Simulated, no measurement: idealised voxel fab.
Process module heading - voxel local oxidation
We display cut, a cross-section 170 nm in width whose square cells are each 5 nm.
In this document a cross-section is written as a grid of square cells. It is given as a series of bands, listed from the top down, and a band is one or more rows of cells.
A band entry consists of two parts. The first gives the height of the band's top and the height of its bottom, in nm. The rest lists the band's materials from left to right, each with its width in nm. A single material labelled with the word "edge to edge" fills the band from edge to edge, and the word "air" marks empty space.
For the purposes of this specification, 0 denotes the height below which the wafer in its as-received condition is composed wholly of one material, and the lowermost band, lacking a lower limit, extends downward without end, as expressed in "from 0 down".
Think of "30->40" as a width that walks from the first number to the second as you go down the band, top row to bottom row, taking equal-sized steps from row to row.
Key: "changes: none" - step with no changed cell in the cross-section.
In the "Enclosed empty spaces" entry, you get each enclosed empty space of 8 cells or more, one with no open way to the top, written width x height at distance, distance from the left edge, in nm.
Post-settings text on a step line: simulator's own remark regarding the step.
overlay nm: mask right of planned place by this much (step with mask). Neg. = left.
[Process steps - plan]
1: RECEIVE (material Si)
2: OXIDIZE (depth nm 5)
3: CONFORMAL_DEP (material SiN; thk nm 10)
4: MASKED_ETCH (tone cover; mask id ACTIVE; width nm 100; etch materials SiN; depth nm 10; overlay nm 0)
5: SELECTIVE_ETCH (etch materials SiO2; depth nm 5)
6: OXIDIZE (depth nm 10)
7: STRIP (etch materials SiN)
[As-received wafer cross-section (after step 1)]
    from 0 down  Si edge to edge
    Enclosed empty spaces: none
[The plan above was carried out on the starting structure above with one mistake, and this cross-section shows the wafer at the end of the module]
    from 0 to -5  air 40 nm / SiO2 90 nm / air 40 nm
    from -5 to -10  SiO2 45 nm / Si 80 nm / SiO2 45 nm
    from -10 down  Si edge to edge
    Enclosed empty spaces: none
Here's what went sideways: step 6 was run on a setting that differed from the plan, and what really ran there is OXIDIZE (depth nm 5)
